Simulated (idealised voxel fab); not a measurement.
The following is a process module called voxel double patterning.
Displayed cross-section: cut, width of 255 nm, square cells sized 5 nm.
Each cross-section below is a grid of square cells, stated as bands in top-down order, with one or more rows of cells making up each band. This entry defines a band. It first specifies the height of the band's top and the height of its bottom in nm, and then specifies the band's materials from left to right, stating each material with its width in nm. The word "throughout" identifies a single material that fills the band from edge to edge, while the word "empty" identifies empty space. Ref level 0: as-received wafer is one material below here. Bottom band extends down with no lower bound ("0 -> down"). A width such as "30..40" changes by the same amount from each row of cells to the next, from the band's top row to its bottom row. Given "all unchanged" for a step, no cell of the cross-section differs between before and after that step. "Closed internal cavities": sealed empty spaces, 8 cells or more, no open way to top, listed width x height at distance, with distance from the left edge and width, height and distance in nm. Post-settings text on a step line: simulator's own remark regarding the step. overlay nm: on a step with a mask, how far right of its planned place the mask lay; negative means left.
So here's the lineup of process steps we planned:
1: RECEIVE: material Si
2: CONFORMAL_DEP: material SiN, thk nm 5
3: DIRECTIONAL_DEP: material SiO2, thk nm 10
4: DIRECTIONAL_DEP: material SiCN, thk nm 10
5: MASKED_ETCH: tone open, mask id FIRST, width nm 15, pitch nm 50, etch materials SiCN, depth nm 10, overlay nm 0
6: DIRECTIONAL_DEP: material aC, thk nm 10
7: PATTERN: tone open, mask id SECOND, material resist, width nm 15, pitch nm 50, thk nm 25, overlay nm 0
8: DIRECTIONAL_ETCH: etch materials aC, depth nm 10
9: STRIP: etch materials resist
10: DIRECTIONAL_ETCH: etch materials SiCN, depth nm 10
11: STRIP: etch materials aC
12: DIRECTIONAL_ETCH: etch materials SiO2, depth nm 10
13: STRIP: etch materials SiCN
So this is the incoming wafer in cross-section - it's already been through step 1:
  0 -> down  Si throughout
  Closed internal cavities: none
Here's the cross-section of the first of our two wafers at the end of the module - it ran as planned:
  15 -> 5  70 nm SiO2; 15 nm empty; 10 nm SiO2; 15 nm empty; 10 nm SiO2; 15 nm empty; 10 nm SiO2; 15 nm empty; 10 nm SiO2; 15 nm empty; 70 nm SiO2
  5 -> 0  SiN throughout
  0 -> down  Si throughout
  Closed internal cavities: none
Module end: cross-section of wafer two of two. Same start and process plan as the first wafer. One mistake during execution:
  15 -> 5  70 nm SiO2; 15 nm empty; 10 nm SiO2; 15 nm empty; 10 nm SiO2; 15 nm empty; 10 nm SiO2; 15 nm empty; 10 nm SiO2; 15 nm empty; 70 nm SiO2
  5 -> 0  SiO2 throughout
  0 -> down  Si throughout
  Closed internal cavities: none
Here's what went sideways: step 2 ran as: CONFORMAL_DEP: material SiO2, thk nm 5
Upon completion, the second wafer contains, in terms of cells, a greater or smaller amount of certain materials than the first wafer: SiN: 51 fewer; SiO2: 51 more
